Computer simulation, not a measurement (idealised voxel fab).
Module name: voxel gate over fins (process module)
Section cut is 240 nm wide and gridded with 5 nm square cells.
How to read a cross-section here: the picture is a grid of square cells, written as bands going from the top down, and any band can span one or more rows of cells.
Heads up on the band format: heights come first, top then bottom, in nm. After that it's the materials left to right, each with its width in nm. A single material flagged "full width" fills the whole band edge to edge, and "empty" means there's empty space there.
It should be noted that heights are counted from 0, beneath which the wafer as supplied is of one material throughout, and that the lowest band possesses no lower boundary but continues downward, as written in "0 and below".
You'd read "30->40" like this: the band's top row of cells is as wide as the first number, its bottom row is as wide as the second, and going down, every row changes width by the same amount as the row before did.
You'll sometimes find "nothing was modified" written for a step, and that's the way of saying that nowhere in the cross-section did a cell change during that step.
In the "Enclosed void list" entry, you get each enclosed empty space of 8 cells or more, one with no open way to the top, written width x height at distance, distance from the left edge, in nm.
If you see something after the settings on a step's line, that's the simulator's own remark about that step.
overlay nm: on a step with a mask, how far right of its planned place the mask lay; negative means left.
Process steps (planned):
1) RECEIVE,material Si
2) CONFORMAL_DEP,material SiN,thk nm 5
3) PATTERN,tone cover,mask id FINS,material resist,width nm 15,pitch nm 60,thk nm 20,overlay nm 0
4) DIRECTIONAL_ETCH,etch materials SiN,depth nm 5
5) DIRECTIONAL_ETCH,etch materials Si,depth nm 35
6) STRIP,etch materials resist
7) OXIDIZE,depth nm 5
8) FILL_DEP,material SiO2,thk nm 15
9) CMP,height nm 5
10) MASKED_ETCH,tone open,mask id RAIL,width nm 15,etch materials SiO2,depth nm 35,overlay nm 0
11) CONFORMAL_DEP,material TiN,thk nm 5
12) FILL_DEP,material W,thk nm 5
13) CMP,height nm 5
14) SELECTIVE_ETCH,etch materials W Ru TiN,depth nm 30
15) FILL_DEP,material SiO2,thk nm 5
16) CMP,height nm 5
17) SELECTIVE_ETCH,etch materials SiO2,depth nm 20
18) STRIP,etch materials SiN
19) CONFORMAL_DEP,material HfO2,thk nm 5
20) CONFORMAL_DEP,material TiN,thk nm 5
21) CONFORMAL_DEP,material TiAl,thk nm 5
22) CONFORMAL_DEP,material TiN,thk nm 5
23) FILL_DEP,material W,thk nm 15
24) CMP,height nm 30
25) CONFORMAL_DEP,material SiCN,thk nm 5
On the first of the two wafers: run conducted according to plan:
Cross-section, incoming material, after step 1:
0 and below | Si full width
Enclosed void list: none
Step 2 done - wafer cross-section:
5 down to 0 | SiN full width
Anything lower than 0 is untouched.
Step 3 done - wafer cross-section:
25 down to 5 | 80 of empty | 15 of resist | 45 of empty | 15 of resist | 85 of empty
Anything lower than 5 is untouched.
Step 4 done - wafer cross-section:
25 down to 5 | 80 of empty | 15 of resist | 45 of empty | 15 of resist | 85 of empty
5 down to 0 | 80 of empty | 15 of SiN | 45 of empty | 15 of SiN | 85 of empty
Anything lower than 0 is untouched.
Step 5 done - wafer cross-section:
25 down to 5 | 80 of empty | 15 of resist | 45 of empty | 15 of resist | 85 of empty
5 down to 0 | 80 of empty | 15 of SiN | 45 of empty | 15 of SiN | 85 of empty
0 down to -35 | 80 of empty | 15 of Si | 45 of empty | 15 of Si | 85 of empty
Anything lower than -35 is untouched.
Step 6 done - wafer cross-section:
5 down to 0 | 80 of empty | 15 of SiN | 45 of empty | 15 of SiN | 85 of empty
Anything lower than 0 is untouched.
Step 7 done - wafer cross-section:
5 down to 0 | 80 of empty | 15 of SiN | 45 of empty | 15 of SiN | 85 of empty
0 down to -35 | 80 of empty | 5 of SiO2 | 5 of Si | 5 of SiO2 | 45 of empty | 5 of SiO2 | 5 of Si | 5 of SiO2 | 85 of empty
-35 down to -40 | 85 of SiO2 | 5 of Si | 55 of SiO2 | 5 of Si | 90 of SiO2
Anything lower than -40 is untouched.
Step 8 done - wafer cross-section:
20 down to 5 | SiO2 full width
5 down to 0 | 80 of SiO2 | 15 of SiN | 45 of SiO2 | 15 of SiN | 85 of SiO2
0 down to -40 | 85 of SiO2 | 5 of Si | 55 of SiO2 | 5 of Si | 90 of SiO2
Anything lower than -40 is untouched.
Step 9 done - wafer cross-section:
5 down to 0 | 80 of SiO2 | 15 of SiN | 45 of SiO2 | 15 of SiN | 85 of SiO2
Anything lower than 0 is untouched.
Step 10 done - wafer cross-section:
5 down to 0 | 80 of SiO2 | 15 of SiN | 15 of SiO2 | 15 of empty | 15 of SiO2 | 15 of SiN | 85 of SiO2
0 down to -30 | 85 of SiO2 | 5 of Si | 20 of SiO2 | 15 of empty | 20 of SiO2 | 5 of Si | 90 of SiO2
Anything lower than -30 is untouched.
Step 11 done - wafer cross-section:
10 down to 5 | 115 of TiN | 5 of empty | 120 of TiN
5 down to 0 | 80 of SiO2 | 15 of SiN | 15 of SiO2 | 5 of TiN | 5 of empty | 5 of TiN | 15 of SiO2 | 15 of SiN | 85 of SiO2
0 down to -25 | 85 of SiO2 | 5 of Si | 20 of SiO2 | 5 of TiN | 5 of empty | 5 of TiN | 20 of SiO2 | 5 of Si | 90 of SiO2
-25 down to -30 | 85 of SiO2 | 5 of Si | 20 of SiO2 | 15 of TiN | 20 of SiO2 | 5 of Si | 90 of SiO2
Anything lower than -30 is untouched.
Step 12 done - wafer cross-section:
15 down to 10 | W full width
10 down to 5 | 115 of TiN | 5 of W | 120 of TiN
5 down to 0 | 80 of SiO2 | 15 of SiN | 15 of SiO2 | 5 of TiN | 5 of W | 5 of TiN | 15 of SiO2 | 15 of SiN | 85 of SiO2
0 down to -25 | 85 of SiO2 | 5 of Si | 20 of SiO2 | 5 of TiN | 5 of W | 5 of TiN | 20 of SiO2 | 5 of Si | 90 of SiO2
Anything lower than -25 is untouched.
Step 13 done - wafer cross-section:
5 down to 0 | 80 of SiO2 | 15 of SiN | 15 of SiO2 | 5 of TiN | 5 of W | 5 of TiN | 15 of SiO2 | 15 of SiN | 85 of SiO2
Anything lower than 0 is untouched.
Step 14 done - wafer cross-section:
5 down to 0 | 80 of SiO2 | 15 of SiN | 15 of SiO2 | 15 of empty | 15 of SiO2 | 15 of SiN | 85 of SiO2
0 down to -25 | 85 of SiO2 | 5 of Si | 20 of SiO2 | 15 of empty | 20 of SiO2 | 5 of Si | 90 of SiO2
Anything lower than -25 is untouched.
Step 15 done - wafer cross-section:
10 down to 5 | SiO2 full width
5 down to 0 | 80 of SiO2 | 15 of SiN | 45 of SiO2 | 15 of SiN | 85 of SiO2
0 down to -25 | 85 of SiO2 | 5 of Si | 55 of SiO2 | 5 of Si | 90 of SiO2
Anything lower than -25 is untouched.
Step 16 done - wafer cross-section:
5 down to 0 | 80 of SiO2 | 15 of SiN | 45 of SiO2 | 15 of SiN | 85 of SiO2
Anything lower than 0 is untouched.
Step 17 done - wafer cross-section:
5 down to 0 | 80 of empty | 15 of SiN | 45 of empty | 15 of SiN | 85 of empty
0 down to -15 | 85 of empty | 5 of Si | 55 of empty | 5 of Si | 90 of empty
Anything lower than -15 is untouched.
Step 18 done - wafer cross-section:
0 down to -15 | 85 of empty | 5 of Si | 55 of empty | 5 of Si | 90 of empty
Anything lower than -15 is untouched.
Step 19 done - wafer cross-section:
5 down to 0 | 80 of empty | 15 of HfO2 | 45 of empty | 15 of HfO2 | 85 of empty
0 down to -10 | 80 of empty | 5 of HfO2 | 5 of Si | 5 of HfO2 | 45 of empty | 5 of HfO2 | 5 of Si | 5 of HfO2 | 85 of empty
-10 down to -15 | 85 of HfO2 | 5 of Si | 55 of HfO2 | 5 of Si | 90 of HfO2
Anything lower than -15 is untouched.
Step 20 done - wafer cross-section:
10 down to 5 | 75 of empty | 25 of TiN | 35 of empty | 25 of TiN | 80 of empty
5 down to 0 | 75 of empty | 5 of TiN | 15 of HfO2 | 5 of TiN | 35 of empty | 5 of TiN | 15 of HfO2 | 5 of TiN | 80 of empty
0 down to -5 | 75 of empty | 5 of TiN | 5 of HfO2 | 5 of Si | 5 of HfO2 | 5 of TiN | 35 of empty | 5 of TiN | 5 of HfO2 | 5 of Si | 5 of HfO2 | 5 of TiN | 80 of empty
-5 down to -10 | 80 of TiN | 5 of HfO2 | 5 of Si | 5 of HfO2 | 45 of TiN | 5 of HfO2 | 5 of Si | 5 of HfO2 | 85 of TiN
Anything lower than -10 is untouched.
Step 21 done - wafer cross-section:
15 down to 10 | 70 of empty | 35 of TiAl | 25 of empty | 35 of TiAl | 75 of empty
10 down to 5 | 70 of empty | 5 of TiAl | 25 of TiN | 5 of TiAl | 25 of empty | 5 of TiAl | 25 of TiN | 5 of TiAl | 75 of empty
5 down to 0 | 70 of empty | 5 of TiAl | 5 of TiN | 15 of HfO2 | 5 of TiN | 5 of TiAl | 25 of empty | 5 of TiAl | 5 of TiN | 15 of HfO2 | 5 of TiN | 5 of TiAl | 75 of empty
0 down to -5 | 75 of TiAl | 5 of TiN | 5 of HfO2 | 5 of Si | 5 of HfO2 | 5 of TiN | 35 of TiAl | 5 of TiN | 5 of HfO2 | 5 of Si | 5 of HfO2 | 5 of TiN | 80 of TiAl
Anything lower than -5 is untouched.
Step 22 done - wafer cross-section:
20 down to 15 | 65 of empty | 45 of TiN | 15 of empty | 45 of TiN | 70 of empty
15 down to 10 | 65 of empty | 5 of TiN | 35 of TiAl | 5 of TiN | 15 of empty | 5 of TiN | 35 of TiAl | 5 of TiN | 70 of empty
10 down to 5 | 65 of empty | 5 of TiN | 5 of TiAl | 25 of TiN | 5 of TiAl | 5 of TiN | 15 of empty | 5 of TiN | 5 of TiAl | 25 of TiN | 5 of TiAl | 5 of TiN | 70 of empty
5 down to 0 | 70 of TiN | 5 of TiAl | 5 of TiN | 15 of HfO2 | 5 of TiN | 5 of TiAl | 25 of TiN | 5 of TiAl | 5 of TiN | 15 of HfO2 | 5 of TiN | 5 of TiAl | 75 of TiN
Anything lower than 0 is untouched.
Step 23 done - wafer cross-section:
35 down to 20 | W full width
20 down to 15 | 65 of W | 45 of TiN | 15 of W | 45 of TiN | 70 of W
15 down to 10 | 65 of W | 5 of TiN | 35 of TiAl | 5 of TiN | 15 of W | 5 of TiN | 35 of TiAl | 5 of TiN | 70 of W
10 down to 5 | 65 of W | 5 of TiN | 5 of TiAl | 25 of TiN | 5 of TiAl | 5 of TiN | 15 of W | 5 of TiN | 5 of TiAl | 25 of TiN | 5 of TiAl | 5 of TiN | 70 of W
Anything lower than 5 is untouched.
Step 24 done - wafer cross-section:
30 down to 20 | W full width
Anything lower than 20 is untouched.
Step 25 done - wafer cross-section:
35 down to 30 | SiCN full width
Anything lower than 30 is untouched.
Wafer two. Same start, same plan, one slip in execution. Same as wafer one through step 2, inclusive:
when step 3 should have ended:
25 down to 5 | 80 of empty | 20 of resist | 40 of empty | 20 of resist | 80 of empty
Anything lower than 5 is untouched.
when step 4 should have ended:
25 down to 5 | 80 of empty | 20 of resist | 40 of empty | 20 of resist | 80 of empty
5 down to 0 | 80 of empty | 20 of SiN | 40 of empty | 20 of SiN | 80 of empty
Anything lower than 0 is untouched.
when step 5 should have ended:
25 down to 5 | 80 of empty | 20 of resist | 40 of empty | 20 of resist | 80 of empty
5 down to 0 | 80 of empty | 20 of SiN | 40 of empty | 20 of SiN | 80 of empty
0 down to -35 | 80 of empty | 20 of Si | 40 of empty | 20 of Si | 80 of empty
Anything lower than -35 is untouched.
when step 6 should have ended:
5 down to 0 | 80 of empty | 20 of SiN | 40 of empty | 20 of SiN | 80 of empty
Anything lower than 0 is untouched.
when step 7 should have ended:
5 down to 0 | 80 of empty | 20 of SiN | 40 of empty | 20 of SiN | 80 of empty
0 down to -35 | 80 of empty | 5 of SiO2 | 10 of Si | 5 of SiO2 | 40 of empty | 5 of SiO2 | 10 of Si | 5 of SiO2 | 80 of empty
-35 down to -40 | 85 of SiO2 | 10 of Si | 50 of SiO2 | 10 of Si | 85 of SiO2
Anything lower than -40 is untouched.
when step 8 should have ended:
20 down to 5 | SiO2 full width
5 down to 0 | 80 of SiO2 | 20 of SiN | 40 of SiO2 | 20 of SiN | 80 of SiO2
0 down to -40 | 85 of SiO2 | 10 of Si | 50 of SiO2 | 10 of Si | 85 of SiO2
Anything lower than -40 is untouched.
when step 9 should have ended:
5 down to 0 | 80 of SiO2 | 20 of SiN | 40 of SiO2 | 20 of SiN | 80 of SiO2
Anything lower than 0 is untouched.
when step 10 should have ended:
5 down to 0 | 80 of SiO2 | 20 of SiN | 10 of SiO2 | 15 of empty | 15 of SiO2 | 20 of SiN | 80 of SiO2
0 down to -30 | 85 of SiO2 | 10 of Si | 15 of SiO2 | 15 of empty | 20 of SiO2 | 10 of Si | 85 of SiO2
Anything lower than -30 is untouched.
when step 11 should have ended:
10 down to 5 | 115 of TiN | 5 of empty | 120 of TiN
5 down to 0 | 80 of SiO2 | 20 of SiN | 10 of SiO2 | 5 of TiN | 5 of empty | 5 of TiN | 15 of SiO2 | 20 of SiN | 80 of SiO2
0 down to -25 | 85 of SiO2 | 10 of Si | 15 of SiO2 | 5 of TiN | 5 of empty | 5 of TiN | 20 of SiO2 | 10 of Si | 85 of SiO2
-25 down to -30 | 85 of SiO2 | 10 of Si | 15 of SiO2 | 15 of TiN | 20 of SiO2 | 10 of Si | 85 of SiO2
Anything lower than -30 is untouched.
when step 12 should have ended:
15 down to 10 | W full width
10 down to 5 | 115 of TiN | 5 of W | 120 of TiN
5 down to 0 | 80 of SiO2 | 20 of SiN | 10 of SiO2 | 5 of TiN | 5 of W | 5 of TiN | 15 of SiO2 | 20 of SiN | 80 of SiO2
0 down to -25 | 85 of SiO2 | 10 of Si | 15 of SiO2 | 5 of TiN | 5 of W | 5 of TiN | 20 of SiO2 | 10 of Si | 85 of SiO2
Anything lower than -25 is untouched.
when step 13 should have ended:
5 down to 0 | 80 of SiO2 | 20 of SiN | 10 of SiO2 | 5 of TiN | 5 of W | 5 of TiN | 15 of SiO2 | 20 of SiN | 80 of SiO2
Anything lower than 0 is untouched.
when step 14 should have ended:
5 down to 0 | 80 of SiO2 | 20 of SiN | 10 of SiO2 | 15 of empty | 15 of SiO2 | 20 of SiN | 80 of SiO2
0 down to -25 | 85 of SiO2 | 10 of Si | 15 of SiO2 | 15 of empty | 20 of SiO2 | 10 of Si | 85 of SiO2
Anything lower than -25 is untouched.
when step 15 should have ended:
10 down to 5 | SiO2 full width
5 down to 0 | 80 of SiO2 | 20 of SiN | 40 of SiO2 | 20 of SiN | 80 of SiO2
0 down to -25 | 85 of SiO2 | 10 of Si | 50 of SiO2 | 10 of Si | 85 of SiO2
Anything lower than -25 is untouched.
when step 16 should have ended:
5 down to 0 | 80 of SiO2 | 20 of SiN | 40 of SiO2 | 20 of SiN | 80 of SiO2
Anything lower than 0 is untouched.
when step 17 should have ended:
5 down to 0 | 80 of empty | 20 of SiN | 40 of empty | 20 of SiN | 80 of empty
0 down to -15 | 85 of empty | 10 of Si | 50 of empty | 10 of Si | 85 of empty
Anything lower than -15 is untouched.
when step 18 should have ended:
0 down to -15 | 85 of empty | 10 of Si | 50 of empty | 10 of Si | 85 of empty
Anything lower than -15 is untouched.
when step 19 should have ended:
5 down to 0 | 80 of empty | 20 of HfO2 | 40 of empty | 20 of HfO2 | 80 of empty
0 down to -10 | 80 of empty | 5 of HfO2 | 10 of Si | 5 of HfO2 | 40 of empty | 5 of HfO2 | 10 of Si | 5 of HfO2 | 80 of empty
-10 down to -15 | 85 of HfO2 | 10 of Si | 50 of HfO2 | 10 of Si | 85 of HfO2
Anything lower than -15 is untouched.
when step 20 should have ended:
10 down to 5 | 75 of empty | 30 of TiN | 30 of empty | 30 of TiN | 75 of empty
5 down to 0 | 75 of empty | 5 of TiN | 20 of HfO2 | 5 of TiN | 30 of empty | 5 of TiN | 20 of HfO2 | 5 of TiN | 75 of empty
0 down to -5 | 75 of empty | 5 of TiN | 5 of HfO2 | 10 of Si | 5 of HfO2 | 5 of TiN | 30 of empty | 5 of TiN | 5 of HfO2 | 10 of Si | 5 of HfO2 | 5 of TiN | 75 of empty
-5 down to -10 | 80 of TiN | 5 of HfO2 | 10 of Si | 5 of HfO2 | 40 of TiN | 5 of HfO2 | 10 of Si | 5 of HfO2 | 80 of TiN
Anything lower than -10 is untouched.
when step 21 should have ended:
15 down to 10 | 70 of empty | 40 of TiAl | 20 of empty | 40 of TiAl | 70 of empty
10 down to 5 | 70 of empty | 5 of TiAl | 30 of TiN | 5 of TiAl | 20 of empty | 5 of TiAl | 30 of TiN | 5 of TiAl | 70 of empty
5 down to 0 | 70 of empty | 5 of TiAl | 5 of TiN | 20 of HfO2 | 5 of TiN | 5 of TiAl | 20 of empty | 5 of TiAl | 5 of TiN | 20 of HfO2 | 5 of TiN | 5 of TiAl | 70 of empty
0 down to -5 | 75 of TiAl | 5 of TiN | 5 of HfO2 | 10 of Si | 5 of HfO2 | 5 of TiN | 30 of TiAl | 5 of TiN | 5 of HfO2 | 10 of Si | 5 of HfO2 | 5 of TiN | 75 of TiAl
Anything lower than -5 is untouched.
when step 22 should have ended:
20 down to 15 | 65 of empty | 50 of TiN | 10 of empty | 50 of TiN | 65 of empty
15 down to 10 | 65 of empty | 5 of TiN | 40 of TiAl | 5 of TiN | 10 of empty | 5 of TiN | 40 of TiAl | 5 of TiN | 65 of empty
10 down to 5 | 65 of empty | 5 of TiN | 5 of TiAl | 30 of TiN | 5 of TiAl | 5 of TiN | 10 of empty | 5 of TiN | 5 of TiAl | 30 of TiN | 5 of TiAl | 5 of TiN | 65 of empty
5 down to 0 | 70 of TiN | 5 of TiAl | 5 of TiN | 20 of HfO2 | 5 of TiN | 5 of TiAl | 20 of TiN | 5 of TiAl | 5 of TiN | 20 of HfO2 | 5 of TiN | 5 of TiAl | 70 of TiN
Anything lower than 0 is untouched.
when step 23 should have ended:
35 down to 20 | W full width
20 down to 15 | 65 of W | 50 of TiN | 10 of W | 50 of TiN | 65 of W
15 down to 10 | 65 of W | 5 of TiN | 40 of TiAl | 5 of TiN | 10 of W | 5 of TiN | 40 of TiAl | 5 of TiN | 65 of W
10 down to 5 | 65 of W | 5 of TiN | 5 of TiAl | 30 of TiN | 5 of TiAl | 5 of TiN | 10 of W | 5 of TiN | 5 of TiAl | 30 of TiN | 5 of TiAl | 5 of TiN | 65 of W
Anything lower than 5 is untouched.
when step 24 should have ended:
30 down to 20 | W full width
Anything lower than 20 is untouched.
when step 25 should have ended:
35 down to 30 | SiCN full width
Anything lower than 30 is untouched.
The mistake made against the process plan was this: step 3 off recipe, ran as PATTERN,tone cover,mask id FINS,material resist,width nm 20,pitch nm 60,thk nm 20,overlay nm 0
Final difference in cells, second wafer against first, listed per material as more or fewer: Si +16; SiO2 -10; W -6
